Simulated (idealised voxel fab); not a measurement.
The name of this process module is voxel released beams.
Shown is cross-section cut, with a width of 230 nm and square cells of size 5 nm.
The cross-sections in this document take the form of a grid made of square cells. They are written out as bands, in order from top to bottom. Each band consists of one or more rows of cells.
For a band, the entry starts with two heights in nm, that of the top and then that of the bottom, and carries on with the band's materials in order from left to right, each alongside its width in nm; the word "full width" beside a single material means it fills the band edge to edge, and "blank" means empty space.
The reference from which all heights are counted is 0, the level beneath which the as-received wafer is entirely one material; the lowest band, having no lower bound, proceeds downward and is written after the example "0 -> down".
Read "30->40" as a graded width: first number on top, second number at the bottom, same change between each pair of neighbouring rows.
Where a step carries "no alteration", the cross-section came out of it unchanged, cell for cell.
For the entry "Entrapped void list", the listed items are empty spaces with no open way to the top whose size is 8 cells or more; each item follows the pattern width x height at distance, where distance is from the left edge and all three are in nm.
If you see something after the settings on a step's line, that's the simulator's own remark about that step.
Steps that use a mask can have "overlay nm" on their line. It says how far the mask sat to the right of where it was meant to be. Negative means to the left.
# Planned step list for the process
step 1: RECEIVE, material Si
step 2: CONFORMAL_DEP, material SiN, thk nm 5
step 3: DIRECTIONAL_DEP, material SiO2, thk nm 10
step 4: PATTERN, tone open, mask id ANCHOR, material resist, width nm 25, thk nm 20, overlay nm 0
step 5: DIRECTIONAL_ETCH, etch materials SiO2, depth nm 10
step 6: STRIP, etch materials resist
step 7: CONFORMAL_DEP, material polySi, thk nm 10
step 8: DIRECTIONAL_DEP, material aC, thk nm 10
step 9: PATTERN, tone cover, mask id BEAM, material resist, width nm 95, thk nm 30, overlay nm 0
step 10: DIRECTIONAL_ETCH, etch materials aC, depth nm 10
step 11: STRIP, etch materials resist
step 12: DIRECTIONAL_ETCH, etch materials polySi, depth nm 10
step 13: STRIP, etch materials aC
step 14: STRIP, etch materials SiO2
# As-received wafer cross-section (after step 1)
  0 -> down | Si full width
  Entrapped void list: none
# The module was run from the start shown above using the plan shown above, but one mistake was made doing it; the resulting wafer cross-section is below
  20 -> 10 | blank=65, then polySi=15, then blank=5, then polySi=75, then blank=70
  10 -> 0 | blank=70, then polySi=25, then blank=135
  0 -> down | Si full width
  Entrapped void list: none
Against the plan, the run slipped here: step 2 from the plan never happened, it was just skipped
